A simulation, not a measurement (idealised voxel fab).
process module | voxel self aligned contacts
cross-section cut | 160 nm wide | cells 5 nm
A cross-section is a grid of square cells, given in bands from the top down. A band is one or more rows of cells.
Each band's line starts with the height of the band's top and of its bottom, in nm. Then come its materials from left to right, each with its width in nm. One material with "throughout" fills the band from edge to edge. "air" is empty space.
Height 0 is the level under which the wafer as received is all one material. The lowest band goes on downwards, as in "0 down".
A width such as "30 to 40" changes by the same amount from each row of cells to the next, from the band's top row to its bottom row.
"no change" after a step means that no cell of the cross-section changed.
closed voids: empty space of 8 cells or more with no open way to the top, each as width x height at its distance from the left edge, in nm
after a step's settings: what the simulator itself notes on the step
overlay nm, on a step with a mask: how far to the right of its planned place the mask lay; to the left if negative
plan
1 op RECEIVE | material Si
2 op CONFORMAL_DEP | material SiO2 | thk nm 5
3 op DIRECTIONAL_DEP | material polySi | thk nm 20
4 op DIRECTIONAL_DEP | material SiN | thk nm 25
5 op MASKED_ETCH | tone cover | mask id GATE | width nm 25 | pitch nm 60 | etch materials SiN | depth nm 25 | overlay nm 0
6 op MASKED_ETCH | tone cover | mask id GATE | width nm 25 | pitch nm 60 | etch materials polySi | depth nm 20 | overlay nm 0
7 op CONFORMAL_DEP | material SiN | thk nm 10
8 op DIRECTIONAL_ETCH | etch materials SiN | depth nm 10
9 op FILL_DEP | material SiO2 | thk nm 20
10 op CMP | height nm 60
11 op MASKED_ETCH | tone open | mask id CONTACT | width nm 45 | etch materials SiO2 | depth nm 60 | overlay nm 0
12 op CONFORMAL_DEP | material TiN | thk nm 5
13 op FILL_DEP | material Ru | thk nm 10
14 op CMP | height nm 60
15 op CONFORMAL_DEP | material SiCN | thk nm 5
as received, after step 1
  0 down: Si throughout
  closed voids: none
first wafer at the end, as planned
  65 to 60: SiCN throughout
  60 to 50: SiO2 55 | TiN 5 to 20 | Ru 35 to 5 | TiN 5 to 20 | SiO2 60
  50 to 25: SiO2 25 | SiN 45 | TiN 5 | Ru 5 | TiN 5 | SiN 45 | SiO2 30
  25 to 5: SiO2 25 | SiN 10 | polySi 25 | SiN 10 | TiN 5 | Ru 5 | TiN 5 | SiN 10 | polySi 25 | SiN 10 | SiO2 30
  5 to 0: SiO2 70 | TiN 15 | SiO2 75
  0 down: Si throughout
  closed voids: none
second wafer at the end: like start, like plan, one mistake
  55 to 50: SiCN throughout
  50 to 25: SiO2 25 | SiN 45 | TiN 5 | Ru 5 | TiN 5 | SiN 45 | SiO2 30
  25 to 5: SiO2 25 | SiN 10 | polySi 25 | SiN 10 | TiN 5 | Ru 5 | TiN 5 | SiN 10 | polySi 25 | SiN 10 | SiO2 30
  5 to 0: SiO2 70 | TiN 15 | SiO2 75
  0 down: Si throughout
  closed voids: none
what went wrong: step 14 ran as: op CMP | height nm 50
at the end the second wafer has, in cells: 8 fewer of Ru | 46 fewer of SiO2 | 10 fewer of TiN
